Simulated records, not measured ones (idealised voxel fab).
process module | voxel capacitor over wiring
cross-section cut | 225 nm wide | cells 5 nm
A cross-section is a grid of square cells, given in bands from the top down. A band is one or more rows of cells.
Each band's line starts with the height of the band's top and of its bottom, in nm. Then come its materials from left to right, each with its width in nm. One material with "throughout" fills the band from edge to edge. "air" is empty space.
Height 0 is the level under which the wafer as received is all one material. The lowest band goes on downwards, as in "0 down".
A width such as "30 to 40" changes by the same amount from each row of cells to the next, from the band's top row to its bottom row.
"no change" after a step means that no cell of the cross-section changed.
closed voids: empty space of 8 cells or more with no open way to the top, each as width x height at its distance from the left edge, in nm
after a step's settings: what the simulator itself notes on the step
overlay nm, on a step with a mask: how far to the right of its planned place the mask lay; to the left if negative
plan
1 op RECEIVE | material Si
2 op CONFORMAL_DEP | material SiO2 | thk nm 10
3 op CONFORMAL_DEP | material SiN | thk nm 5
4 op DIRECTIONAL_DEP | material lowk | thk nm 25
5 op DIRECTIONAL_DEP | material aC | thk nm 15
6 op PATTERN | tone open | mask id METAL_1 | material resist | width nm 25 | pitch nm 80 | thk nm 30 | overlay nm 0
7 op DIRECTIONAL_ETCH | etch materials aC | depth nm 15
8 op STRIP | etch materials resist
9 op DIRECTIONAL_ETCH | etch materials lowk | depth nm 25
10 op DIRECTIONAL_ETCH | etch materials SiN | depth nm 5
11 op STRIP | etch materials aC
12 op CONFORMAL_DEP | material TiN | thk nm 5
13 op FILL_DEP | material Ru | thk nm 5
14 op CMP | height nm 40
15 op EPI | material Ru | thk nm 5
16 op FILL_DEP | material SiCN | thk nm 5
17 op DIRECTIONAL_DEP | material lowk | thk nm 20
18 op DIRECTIONAL_DEP | material aC | thk nm 10
19 op PATTERN | tone open | mask id PLUG_1 | material resist | width nm 15 | thk nm 25 | overlay nm 0
20 op DIRECTIONAL_ETCH | etch materials aC | depth nm 10
21 op STRIP | etch materials resist
22 op DIRECTIONAL_ETCH | etch materials lowk | depth nm 20
23 op DIRECTIONAL_ETCH | etch materials SiCN | depth nm 5
24 op STRIP | etch materials aC
25 op EPI | material Ru | thk nm 10
26 op EPI | material Ru | thk nm 10
27 op EPI | material Ru | thk nm 5
28 op DIRECTIONAL_DEP | material TiN | thk nm 10
29 op DIRECTIONAL_DEP | material HfO2 | thk nm 5
30 op DIRECTIONAL_DEP | material TiN | thk nm 10
31 op MASKED_ETCH | tone cover | mask id UPPER_PLATE | width nm 60 | etch materials TiN | depth nm 10 | overlay nm 0
32 op MASKED_ETCH | tone cover | mask id UPPER_PLATE | width nm 60 | etch materials HfO2 | depth nm 5 | overlay nm 0
33 op MASKED_ETCH | tone cover | mask id LOWER_PLATE | width nm 70 | etch materials TiN | depth nm 10 | overlay nm 0
34 op FILL_DEP | material SiO2 | thk nm 15
35 op CMP | height nm 105
36 op MASKED_ETCH | tone open | mask id PLUG_2 | width nm 15 | etch materials SiO2 | depth nm 10 | overlay nm 0
37 op CONFORMAL_DEP | material TiN | thk nm 5
38 op FILL_DEP | material W | thk nm 10
39 op CMP | height nm 105
40 op CONFORMAL_DEP | material SiCN | thk nm 5
first wafer, as planned
as received, after step 1
  0 down: Si throughout
  closed voids: none
after step 2
  10 to 0: SiO2 throughout
  below 0: unchanged
after step 3
  15 to 10: SiN throughout
  below 10: unchanged
after step 4
  40 to 15: lowk throughout
  below 15: unchanged
after step 5
  55 to 40: aC throughout
  below 40: unchanged
after step 6
  85 to 55: resist 60 | air 25 | resist 55 | air 25 | resist 60
  below 55: unchanged
after step 7
  70 to 55: resist 60 | air 25 | resist 55 | air 25 | resist 60
  55 to 40: aC 60 | air 25 | aC 55 | air 25 | aC 60
  below 40: unchanged
after step 8
  55 to 40: aC 60 | air 25 | aC 55 | air 25 | aC 60
  below 40: unchanged
after step 9
  55 to 40: aC 60 | air 25 | aC 55 | air 25 | aC 60
  40 to 15: lowk 60 | air 25 | lowk 55 | air 25 | lowk 60
  below 15: unchanged
after step 10
  55 to 40: aC 60 | air 25 | aC 55 | air 25 | aC 60
  40 to 15: lowk 60 | air 25 | lowk 55 | air 25 | lowk 60
  15 to 10: SiN 60 | air 25 | SiN 55 | air 25 | SiN 60
  below 10: unchanged
after step 11
  40 to 15: lowk 60 | air 25 | lowk 55 | air 25 | lowk 60
  below 15: unchanged
after step 12
  45 to 40: TiN 65 | air 15 | TiN 65 | air 15 | TiN 65
  40 to 15: lowk 60 | TiN 5 | air 15 | TiN 5 | lowk 55 | TiN 5 | air 15 | TiN 5 | lowk 60
  15 to 10: SiN 60 | TiN 25 | SiN 55 | TiN 25 | SiN 60
  below 10: unchanged
after step 13
  50 to 45: Ru throughout
  45 to 40: TiN 65 | Ru 15 | TiN 65 | Ru 15 | TiN 65
  40 to 15: lowk 60 | TiN 5 | Ru 15 | TiN 5 | lowk 55 | TiN 5 | Ru 15 | TiN 5 | lowk 60
  below 15: unchanged
after step 14
  40 to 15: lowk 60 | TiN 5 | Ru 15 | TiN 5 | lowk 55 | TiN 5 | Ru 15 | TiN 5 | lowk 60
  below 15: unchanged
after step 15
  45 to 40: air 55 | Ru 35 | air 45 | Ru 35 | air 55
  below 40: unchanged
after step 16
  50 to 45: SiCN throughout
  45 to 40: SiCN 55 | Ru 35 | SiCN 45 | Ru 35 | SiCN 55
  below 40: unchanged
after step 17
  70 to 50: lowk throughout
  below 50: unchanged
after step 18
  80 to 70: aC throughout
  below 70: unchanged
after step 19
  105 to 80: resist 70 | air 15 | resist 140
  below 80: unchanged
after step 20
  95 to 80: resist 70 | air 15 | resist 140
  80 to 70: aC 70 | air 15 | aC 140
  below 70: unchanged
after step 21
  80 to 70: aC 70 | air 15 | aC 140
  below 70: unchanged
after step 22
  80 to 70: aC 70 | air 15 | aC 140
  70 to 50: lowk 70 | air 15 | lowk 140
  below 50: unchanged
after step 23
  80 to 70: aC 70 | air 15 | aC 140
  70 to 50: lowk 70 | air 15 | lowk 140
  50 to 45: SiCN 70 | air 15 | SiCN 140
  below 45: unchanged
after step 24
  70 to 50: lowk 70 | air 15 | lowk 140
  below 50: unchanged
after step 25
  70 to 55: lowk 70 | air 15 | lowk 140
  55 to 50: lowk 70 | Ru 15 | lowk 140
  50 to 45: SiCN 70 | Ru 15 | SiCN 140
  below 45: unchanged
after step 26
  70 to 65: lowk 70 | air 15 | lowk 140
  65 to 50: lowk 70 | Ru 15 | lowk 140
  below 50: unchanged
after step 27
  70 to 50: lowk 70 | Ru 15 | lowk 140
  below 50: unchanged
after step 28
  80 to 70: TiN throughout
  below 70: unchanged
after step 29
  85 to 80: HfO2 throughout
  below 80: unchanged
after step 30
  95 to 85: TiN throughout
  below 85: unchanged
after step 31
  95 to 85: air 70 | TiN 60 | air 95
  below 85: unchanged
after step 32
  95 to 85: air 70 | TiN 60 | air 95
  85 to 80: air 70 | HfO2 60 | air 95
  below 80: unchanged
after step 33
  95 to 85: air 70 | TiN 60 | air 95
  85 to 80: air 70 | HfO2 60 | air 95
  80 to 70: air 65 | TiN 70 | air 90
  below 70: unchanged
after step 34
  110 to 95: SiO2 throughout
  95 to 85: SiO2 70 | TiN 60 | SiO2 95
  85 to 80: SiO2 70 | HfO2 60 | SiO2 95
  80 to 70: SiO2 65 | TiN 70 | SiO2 90
  below 70: unchanged
after step 35
  105 to 95: SiO2 throughout
  below 95: unchanged
after step 36
  105 to 95: SiO2 80 | air 15 | SiO2 130
  below 95: unchanged
after step 37
  110 to 105: TiN 85 | air 5 | TiN 135
  105 to 100: SiO2 80 | TiN 5 | air 5 | TiN 5 | SiO2 130
  100 to 95: SiO2 80 | TiN 15 | SiO2 130
  below 95: unchanged
after step 38
  120 to 110: W throughout
  110 to 105: TiN 85 | W 5 | TiN 135
  105 to 100: SiO2 80 | TiN 5 | W 5 | TiN 5 | SiO2 130
  below 100: unchanged
after step 39
  105 to 100: SiO2 80 | TiN 5 | W 5 | TiN 5 | SiO2 130
  below 100: unchanged
after step 40
  110 to 105: SiCN throughout
  below 105: unchanged
second wafer: like start, like plan, one mistake. Through step 5 it matches the first wafer
when step 6 should have ended
  85 to 55: air 60 | resist 25 | air 55 | resist 25 | air 60
  below 55: unchanged
when step 7 should have ended
  70 to 55: air 60 | resist 25 | air 55 | resist 25 | air 60
  55 to 40: air 60 | aC 25 | air 55 | aC 25 | air 60
  below 40: unchanged
when step 8 should have ended
  55 to 40: air 60 | aC 25 | air 55 | aC 25 | air 60
  below 40: unchanged
when step 9 should have ended
  55 to 40: air 60 | aC 25 | air 55 | aC 25 | air 60
  40 to 15: air 60 | lowk 25 | air 55 | lowk 25 | air 60
  below 15: unchanged
when step 10 should have ended
  55 to 40: air 60 | aC 25 | air 55 | aC 25 | air 60
  40 to 15: air 60 | lowk 25 | air 55 | lowk 25 | air 60
  15 to 10: air 60 | SiN 25 | air 55 | SiN 25 | air 60
  below 10: unchanged
when step 11 should have ended
  40 to 15: air 60 | lowk 25 | air 55 | lowk 25 | air 60
  below 15: unchanged
when step 12 should have ended
  45 to 40: air 55 | TiN 35 | air 45 | TiN 35 | air 55
  40 to 15: air 55 | TiN 5 | lowk 25 | TiN 5 | air 45 | TiN 5 | lowk 25 | TiN 5 | air 55
  15 to 10: TiN 60 | SiN 25 | TiN 55 | SiN 25 | TiN 60
  below 10: unchanged
when step 13 should have ended
  50 to 45: Ru throughout
  45 to 40: Ru 55 | TiN 35 | Ru 45 | TiN 35 | Ru 55
  40 to 15: Ru 55 | TiN 5 | lowk 25 | TiN 5 | Ru 45 | TiN 5 | lowk 25 | TiN 5 | Ru 55
  below 15: unchanged
when step 14 should have ended
  40 to 15: Ru 55 | TiN 5 | lowk 25 | TiN 5 | Ru 45 | TiN 5 | lowk 25 | TiN 5 | Ru 55
  below 15: unchanged
when step 15 should have ended
  45 to 40: Ru 65 | air 15 | Ru 65 | air 15 | Ru 65
  below 40: unchanged
when step 16 should have ended
  50 to 45: SiCN throughout
  45 to 40: Ru 65 | SiCN 15 | Ru 65 | SiCN 15 | Ru 65
  below 40: unchanged
when step 17 should have ended
  70 to 50: lowk throughout
  below 50: unchanged
when step 18 should have ended
  80 to 70: aC throughout
  below 70: unchanged
when step 19 should have ended
  105 to 80: resist 70 | air 15 | resist 140
  below 80: unchanged
when step 20 should have ended
  95 to 80: resist 70 | air 15 | resist 140
  80 to 70: aC 70 | air 15 | aC 140
  below 70: unchanged
when step 21 should have ended
  80 to 70: aC 70 | air 15 | aC 140
  below 70: unchanged
when step 22 should have ended
  80 to 70: aC 70 | air 15 | aC 140
  70 to 50: lowk 70 | air 15 | lowk 140
  below 50: unchanged
when step 23 should have ended
  80 to 70: aC 70 | air 15 | aC 140
  70 to 50: lowk 70 | air 15 | lowk 140
  50 to 45: SiCN 70 | air 15 | SiCN 140
  below 45: unchanged
when step 24 should have ended
  70 to 50: lowk 70 | air 15 | lowk 140
  below 50: unchanged
when step 25 should have ended
  70 to 55: lowk 70 | air 15 | lowk 140
  55 to 50: lowk 70 | Ru 15 | lowk 140
  50 to 45: SiCN 70 | Ru 15 | SiCN 140
  below 45: unchanged
when step 26 should have ended
  70 to 65: lowk 70 | air 15 | lowk 140
  65 to 50: lowk 70 | Ru 15 | lowk 140
  below 50: unchanged
when step 27 should have ended
  70 to 50: lowk 70 | Ru 15 | lowk 140
  below 50: unchanged
when step 28 should have ended
  80 to 70: TiN throughout
  below 70: unchanged
when step 29 should have ended
  85 to 80: HfO2 throughout
  below 80: unchanged
when step 30 should have ended
  95 to 85: TiN throughout
  below 85: unchanged
when step 31 should have ended
  95 to 85: air 70 | TiN 60 | air 95
  below 85: unchanged
when step 32 should have ended
  95 to 85: air 70 | TiN 60 | air 95
  85 to 80: air 70 | HfO2 60 | air 95
  below 80: unchanged
when step 33 should have ended
  95 to 85: air 70 | TiN 60 | air 95
  85 to 80: air 70 | HfO2 60 | air 95
  80 to 70: air 65 | TiN 70 | air 90
  below 70: unchanged
when step 34 should have ended
  110 to 95: SiO2 throughout
  95 to 85: SiO2 70 | TiN 60 | SiO2 95
  85 to 80: SiO2 70 | HfO2 60 | SiO2 95
  80 to 70: SiO2 65 | TiN 70 | SiO2 90
  below 70: unchanged
when step 35 should have ended
  105 to 95: SiO2 throughout
  below 95: unchanged
when step 36 should have ended
  105 to 95: SiO2 80 | air 15 | SiO2 130
  below 95: unchanged
when step 37 should have ended
  110 to 105: TiN 85 | air 5 | TiN 135
  105 to 100: SiO2 80 | TiN 5 | air 5 | TiN 5 | SiO2 130
  100 to 95: SiO2 80 | TiN 15 | SiO2 130
  below 95: unchanged
when step 38 should have ended
  120 to 110: W throughout
  110 to 105: TiN 85 | W 5 | TiN 135
  105 to 100: SiO2 80 | TiN 5 | W 5 | TiN 5 | SiO2 130
  below 100: unchanged
when step 39 should have ended
  105 to 100: SiO2 80 | TiN 5 | W 5 | TiN 5 | SiO2 130
  below 100: unchanged
when step 40 should have ended
  110 to 105: SiCN throughout
  below 105: unchanged
what went wrong: step 6 ran as: op PATTERN | tone cover | mask id METAL_1 | material resist | width nm 25 | pitch nm 80 | thk nm 30 | overlay nm 0
at the end the second wafer has, in cells: 150 more of Ru | 25 fewer of SiCN | 25 fewer of SiN | 25 more of TiN | 125 fewer of lowk
